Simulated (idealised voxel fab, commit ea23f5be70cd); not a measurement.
Documented hereafter: the process module known as voxel self aligned contacts.
Each square cell in cross-section cut measures 5 nm, and the section as a whole is 200 nm wide.
The cross-sections in this document take the form of a grid made of square cells. They are written out as bands, in order from top to bottom. Each band consists of one or more rows of cells.
Look at the band entry: it leads with the top's height and the bottom's height in nm. Then it lists the materials left to right, with a width in nm for each. The word "edge to edge" on a single material says that material fills the band edge to edge. The word "blank" is empty space.
The level at which height equals 0 is the one under which the wafer, as it arrives, is entirely one material. No lower edge exists for the bottom band, which continues downward and is notated as in "0 down".
The two numbers in a width such as "30->40" mark its ends across the band: the first belongs to the top row of cells, the second to the bottom row, and from each row to the next the width moves by the same amount.
Take "identical to before" at face value: in the step it is given for, the cross-section changed in none of its cells.
In "Closed empty spaces" the enclosed voids are listed, meaning empty spaces of 8 cells or larger without any opening to the top. The form is width x height at distance, distance from the left edge, units nm.
On each step's line, the part that comes after the settings is the simulator's own comment on the step.
When a step includes a mask, the "overlay nm" setting on its line states how far to the right of its planned place that mask lay, and negative values state how far to the left.
# plan
1,op RECEIVE | material Si
2,op OXIDIZE | depth nm 5
3,op DIRECTIONAL_DEP | material polySi | thk nm 20
4,op DIRECTIONAL_DEP | material SiN | thk nm 25
5,op PATTERN | tone cover | mask id GATE | material resist | width nm 30 | pitch nm 70 | thk nm 20 | overlay nm 0
6,op DIRECTIONAL_ETCH | etch materials SiN | depth nm 25
7,op DIRECTIONAL_ETCH | etch materials polySi | depth nm 20
8,op STRIP | etch materials resist
9,op CONFORMAL_DEP | material SiN | thk nm 10
10,op DIRECTIONAL_ETCH | etch materials SiN | depth nm 10
11,op FILL_DEP | material SiO2 | thk nm 15
12,op CMP | height nm 50
13,op MASKED_ETCH | tone open | mask id CONTACT | width nm 50 | pitch nm 70 | etch materials SiO2 | depth nm 55 | overlay nm 0
14,op CONFORMAL_DEP | material TiN | thk nm 5
15,op FILL_DEP | material W | thk nm 5
16,op CMP | height nm 50
17,op CONFORMAL_DEP | material SiCN | thk nm 5
# Below: the first of two wafers, run as planned
# Shown in cross-section is the wafer as received, that is, as it stands after step 1
- 0 down  Si edge to edge
- Closed empty spaces: none
# The following cross-section depicts the wafer upon completion of step 2
- 0 to -5  SiO2 edge to edge
- For the remainder of the cross-section, below -5, there is no change.
# The following cross-section depicts the wafer upon completion of step 3
- 20 to 0  polySi edge to edge
- For the remainder of the cross-section, below 0, there is no change.
# The following cross-section depicts the wafer upon completion of step 4
- 45 to 20  SiN edge to edge
- For the remainder of the cross-section, below 20, there is no change.
# The following cross-section depicts the wafer upon completion of step 5
- 65 to 45  blank=15, resist=30, blank=40, resist=30, blank=40, resist=30, blank=15
- For the remainder of the cross-section, below 45, there is no change.
# The following cross-section depicts the wafer upon completion of step 6
- 65 to 45  blank=15, resist=30, blank=40, resist=30, blank=40, resist=30, blank=15
- 45 to 20  blank=15, SiN=30, blank=40, SiN=30, blank=40, SiN=30, blank=15
- For the remainder of the cross-section, below 20, there is no change.
# The following cross-section depicts the wafer upon completion of step 7
- 65 to 45  blank=15, resist=30, blank=40, resist=30, blank=40, resist=30, blank=15
- 45 to 20  blank=15, SiN=30, blank=40, SiN=30, blank=40, SiN=30, blank=15
- 20 to 0  blank=15, polySi=30, blank=40, polySi=30, blank=40, polySi=30, blank=15
- For the remainder of the cross-section, below 0, there is no change.
# The following cross-section depicts the wafer upon completion of step 8
- 45 to 20  blank=15, SiN=30, blank=40, SiN=30, blank=40, SiN=30, blank=15
- For the remainder of the cross-section, below 20, there is no change.
# The following cross-section depicts the wafer upon completion of step 9
- 55 to 20  blank=5, SiN=50, blank=20, SiN=50, blank=20, SiN=50, blank=5
- 20 to 10  blank=5, SiN=10, polySi=30, SiN=10, blank=20, SiN=10, polySi=30, SiN=10, blank=20, SiN=10, polySi=30, SiN=10, blank=5
- 10 to 0  SiN=15, polySi=30, SiN=40, polySi=30, SiN=40, polySi=30, SiN=15
- For the remainder of the cross-section, below 0, there is no change.
# The following cross-section depicts the wafer upon completion of step 10
- 45 to 20  blank=5, SiN=50, blank=20, SiN=50, blank=20, SiN=50, blank=5
- 20 to 0  blank=5, SiN=10, polySi=30, SiN=10, blank=20, SiN=10, polySi=30, SiN=10, blank=20, SiN=10, polySi=30, SiN=10, blank=5
- For the remainder of the cross-section, below 0, there is no change.
# The following cross-section depicts the wafer upon completion of step 11
- 60 to 45  SiO2 edge to edge
- 45 to 20  SiO2=5, SiN=50, SiO2=20, SiN=50, SiO2=20, SiN=50, SiO2=5
- 20 to 0  SiO2=5, SiN=10, polySi=30, SiN=10, SiO2=20, SiN=10, polySi=30, SiN=10, SiO2=20, SiN=10, polySi=30, SiN=10, SiO2=5
- For the remainder of the cross-section, below 0, there is no change.
# The following cross-section depicts the wafer upon completion of step 12
- 50 to 45  SiO2 edge to edge
- For the remainder of the cross-section, below 45, there is no change.
# The following cross-section depicts the wafer upon completion of step 13
- 50 to 45  SiO2=40, blank=50, SiO2=20, blank=50, SiO2=40
- 45 to 20  SiO2=5, SiN=50, blank=20, SiN=50, blank=20, SiN=50, SiO2=5
- 20 to 0  SiO2=5, SiN=10, polySi=30, SiN=10, blank=20, SiN=10, polySi=30, SiN=10, blank=20, SiN=10, polySi=30, SiN=10, SiO2=5
- 0 to -5  SiO2=55, blank=20, SiO2=50, blank=20, SiO2=55
- For the remainder of the cross-section, below -5, there is no change.
# The following cross-section depicts the wafer upon completion of step 14
- 55 to 50  TiN=45, blank=40, TiN=30, blank=40, TiN=45
- 50 to 45  SiO2=40, TiN=20, blank=10, TiN=20, SiO2=20, TiN=20, blank=10, TiN=20, SiO2=40
- 45 to 20  SiO2=5, SiN=50, TiN=5, blank=10, TiN=5, SiN=50, TiN=5, blank=10, TiN=5, SiN=50, SiO2=5
- 20 to 0  SiO2=5, SiN=10, polySi=30, SiN=10, TiN=5, blank=10, TiN=5, SiN=10, polySi=30, SiN=10, TiN=5, blank=10, TiN=5, SiN=10, polySi=30, SiN=10, SiO2=5
- 0 to -5  SiO2=55, TiN=20, SiO2=50, TiN=20, SiO2=55
- For the remainder of the cross-section, below -5, there is no change.
# The following cross-section depicts the wafer upon completion of step 15
- 60 to 55  W edge to edge
- 55 to 50  TiN=45, W=40, TiN=30, W=40, TiN=45
- 50 to 45  SiO2=40, TiN=20, W=10, TiN=20, SiO2=20, TiN=20, W=10, TiN=20, SiO2=40
- 45 to 20  SiO2=5, SiN=50, TiN=5, W=10, TiN=5, SiN=50, TiN=5, W=10, TiN=5, SiN=50, SiO2=5
- 20 to 0  SiO2=5, SiN=10, polySi=30, SiN=10, TiN=5, W=10, TiN=5, SiN=10, polySi=30, SiN=10, TiN=5, W=10, TiN=5, SiN=10, polySi=30, SiN=10, SiO2=5
- For the remainder of the cross-section, below 0, there is no change.
# The following cross-section depicts the wafer upon completion of step 16
- 50 to 45  SiO2=40, TiN=20, W=10, TiN=20, SiO2=20, TiN=20, W=10, TiN=20, SiO2=40
- For the remainder of the cross-section, below 45, there is no change.
# The following cross-section depicts the wafer upon completion of step 17
- 55 to 50  SiCN edge to edge
- For the remainder of the cross-section, below 50, there is no change.
# The Second Wafer: Common Origin and Plan, One Mistake in Execution, Identical to the First Through Step 3
# Look at the second wafer in cross-section at the time step 4 ought to have finished
- 70 to 20  SiN edge to edge
- For the remainder of the cross-section, below 20, there is no change.
# Look at the second wafer in cross-section at the time step 5 ought to have finished
- 90 to 70  blank=15, resist=30, blank=40, resist=30, blank=40, resist=30, blank=15
- For the remainder of the cross-section, below 70, there is no change.
# Look at the second wafer in cross-section at the time step 6 ought to have finished
- 90 to 70  blank=15, resist=30, blank=40, resist=30, blank=40, resist=30, blank=15
- 70 to 45  blank=15, SiN=30, blank=40, SiN=30, blank=40, SiN=30, blank=15
- For the remainder of the cross-section, below 45, there is no change.
Look at the second wafer in cross-section at the time step 7 ought to have finished: identical to before
# Look at the second wafer in cross-section at the time step 8 ought to have finished
- 70 to 45  blank=15, SiN=30, blank=40, SiN=30, blank=40, SiN=30, blank=15
- For the remainder of the cross-section, below 45, there is no change.
# Look at the second wafer in cross-section at the time step 9 ought to have finished
- 80 to 55  blank=5, SiN=50, blank=20, SiN=50, blank=20, SiN=50, blank=5
- 55 to 20  SiN edge to edge
- For the remainder of the cross-section, below 20, there is no change.
# Look at the second wafer in cross-section at the time step 10 ought to have finished
- 70 to 45  blank=5, SiN=50, blank=20, SiN=50, blank=20, SiN=50, blank=5
- For the remainder of the cross-section, below 45, there is no change.
# Look at the second wafer in cross-section at the time step 11 ought to have finished
- 85 to 70  SiO2 edge to edge
- 70 to 45  SiO2=5, SiN=50, SiO2=20, SiN=50, SiO2=20, SiN=50, SiO2=5
- For the remainder of the cross-section, below 45, there is no change.
# Look at the second wafer in cross-section at the time step 12 ought to have finished
- 50 to 45  SiO2=5, SiN=50, SiO2=20, SiN=50, SiO2=20, SiN=50, SiO2=5
- For the remainder of the cross-section, below 45, there is no change.
# Look at the second wafer in cross-section at the time step 13 ought to have finished
- 50 to 45  SiO2=5, SiN=50, blank=20, SiN=50, blank=20, SiN=50, SiO2=5
- For the remainder of the cross-section, below 45, there is no change.
# Look at the second wafer in cross-section at the time step 14 ought to have finished
- 55 to 50  TiN=60, blank=10, TiN=60, blank=10, TiN=60
- 50 to 45  SiO2=5, SiN=50, TiN=20, SiN=50, TiN=20, SiN=50, SiO2=5
- For the remainder of the cross-section, below 45, there is no change.
# Look at the second wafer in cross-section at the time step 15 ought to have finished
- 60 to 55  W edge to edge
- 55 to 50  TiN=60, W=10, TiN=60, W=10, TiN=60
- For the remainder of the cross-section, below 50, there is no change.
# Look at the second wafer in cross-section at the time step 16 ought to have finished
- 50 to 45  SiO2=5, SiN=50, TiN=20, SiN=50, TiN=20, SiN=50, SiO2=5
- For the remainder of the cross-section, below 45, there is no change.
# Look at the second wafer in cross-section at the time step 17 ought to have finished
- 55 to 50  SiCN edge to edge
- For the remainder of the cross-section, below 50, there is no change.
Which mistake was made when the wafer was run? step 4 of the plan was performed twice
Final cells, second wafer relative to first, materials higher or lower: SiN: 32 more | SiO2: 28 fewer | TiN: 52 fewer | W: 40 fewer | polySi: 88 more
